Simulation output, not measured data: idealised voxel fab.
You're looking at the process module voxel double patterning.
Section shown: cut. Width: 255 nm. Cell size: 5 nm, square.
Cross-section spec: square-cell grid; bands listed top down; each band is one or more rows. Quick guide to a band line: top height, bottom height (nm) up front; then every material left to right with its width in nm. Only one material and it's marked "full width"? Then it fills the band edge to edge. And "air" just means empty space. It should be noted that heights are counted from 0, beneath which the wafer as supplied is of one material throughout, and that the lowest band possesses no lower boundary but continues downward, as written in "0 nm and below". It should be noted that a width expressed as "30 to 40" varies in equal increments from row to row of cells within the band, taking the value of the first number at the top row and that of the second number at the bottom row. You'll sometimes find "nothing changed" written for a step, and that's the way of saying that nowhere in the cross-section did a cell change during that step. Heads up: "Closed cavity list" only lists the empty pockets with no open path to the top that are 8 cells or more, and it writes them as width x height at distance, distance from the left edge, in nm. The remark found on a step's line after its settings is issued by the simulator itself and pertains to that step. The "overlay nm" setting may appear on a step's line; for a step that uses a mask, it gives how far to the right of its planned position the mask lay, and a negative value indicates the left.
Process steps - plan:
1. RECEIVE,material Si
2. CONFORMAL_DEP,material SiO2,thk nm 10
3. DIRECTIONAL_DEP,material W,thk nm 15
4. DIRECTIONAL_DEP,material SiCN,thk nm 5
5. DIRECTIONAL_DEP,material aC,thk nm 15
6. PATTERN,tone open,mask id FIRST,material resist,width nm 15,pitch nm 50,thk nm 30,overlay nm 0
7. DIRECTIONAL_ETCH,etch materials aC,depth nm 15
8. STRIP,etch materials resist
9. DIRECTIONAL_ETCH,etch materials SiCN,depth nm 5
10. STRIP,etch materials aC
11. PATTERN,tone open,mask id SECOND,material resist,width nm 15,pitch nm 50,thk nm 15,overlay nm 0
12. DIRECTIONAL_ETCH,etch materials SiCN,depth nm 5
13. STRIP,etch materials resist
14. DIRECTIONAL_ETCH,etch materials W,depth nm 15
15. STRIP,etch materials SiCN
Cross-section: wafer on arrival = after step 1:
0 nm and below  Si full width
Closed cavity list: none
Same starting wafer, same plan as above, one mistake in the execution; this is the cross-section at the end of the module:
25 nm to 10 nm  air: 70  W: 15  air: 35  W: 15  air: 35  W: 15  air: 70
10 nm to 0 nm  SiO2 full width
0 nm and below  Si full width
Closed cavity list: none
Here's what went sideways: step 6 went in with a setting other than planned; the actual run was PATTERN,tone cover,mask id FIRST,material resist,width nm 15,pitch nm 50,thk nm 30,overlay nm 0
